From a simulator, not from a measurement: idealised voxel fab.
Documented hereafter: the process module known as voxel double patterning.
In the cross-section labelled cut, the width is 230 nm and each square cell is 5 nm.
Think of the cross-section as a grid of square cells. We describe it in bands, top to bottom, and each band covers one or more rows of those cells.
Band entry format. Leading values: height of top, height of bottom, nm. Remainder: materials in left-to-right order, each with its width in nm. Special words: "full width" on a single material, which then fills the band edge to edge; "empty", empty space.
A quick word on heights: they are counted from 0, and under that level the wafer as it came to us is one material throughout. The lowest band is different from the rest in having no bottom; it simply continues downward, written as in "top 0, no bottom".
It should be noted that a width expressed as "30->40" varies in equal increments from row to row of cells within the band, taking the value of the first number at the top row and that of the second number at the bottom row.
"nothing changed" means the step left every cell of the cross-section as it was.
The label "Completely enclosed voids" introduces a list of the empty spaces, 8 cells or larger, that have no open way up to the top; each entry in it reads width x height at distance, where the distance is taken from the left edge and all three are stated in nm.
Heads up: the bit after the settings on a step's line is the simulator's remark on that step.
When a step includes a mask, the "overlay nm" setting on its line states how far to the right of its planned place that mask lay, and negative values state how far to the left.

Process steps - plan:
- 1: RECEIVE (material Si)
- 2: CONFORMAL_DEP (material SiO2; thk nm 5)
- 3: DIRECTIONAL_DEP (material W; thk nm 20)
- 4: DIRECTIONAL_DEP (material SiCN; thk nm 10)
- 5: DIRECTIONAL_DEP (material aC; thk nm 10)
- 6: PATTERN (tone open; mask id FIRST; material resist; width nm 15; pitch nm 50; thk nm 25; overlay nm 0)
- 7: DIRECTIONAL_ETCH (etch materials aC; depth nm 10)
- 8: STRIP (etch materials resist)
- 9: DIRECTIONAL_ETCH (etch materials SiCN; depth nm 10)
- 10: STRIP (etch materials aC)
- 11: MASKED_ETCH (tone open; mask id SECOND; width nm 15; pitch nm 50; etch materials SiCN; depth nm 10; overlay nm 0)
- 12: DIRECTIONAL_ETCH (etch materials W; depth nm 20)
- 13: STRIP (etch materials SiCN)

Cross-section of the incoming wafer, state after step 1:
> top 0, no bottom = Si full width
> Completely enclosed voids: none

First of two wafers: cross-section at end of module, run per plan:
> top 25, bottom 5 = 55 of W / 15 of empty / 10 of W / 15 of empty / 10 of W / 15 of empty / 10 of W / 15 of empty / 10 of W / 15 of empty / 60 of W
> top 5, bottom 0 = SiO2 full width
> top 0, no bottom = Si full width
> Completely enclosed voids: none

Wafer two (of two), end-of-module cross-section: start = wafer one, plan = wafer one, one run mistake:
> top 25, bottom 5 = 55 of W / 30 of empty / 20 of W / 30 of empty / 20 of W / 15 of empty / 60 of W
> top 5, bottom 0 = SiO2 full width
> top 0, no bottom = Si full width
> Completely enclosed voids: none
Processing error: step 11 ran differently from the plan; actual operation with settings: MASKED_ETCH (tone open; mask id SECOND; width nm 15; pitch nm 50; etch materials SiCN; depth nm 10; overlay nm -10)
Final wafers compared: equal cell tally per material, rearranged layout.
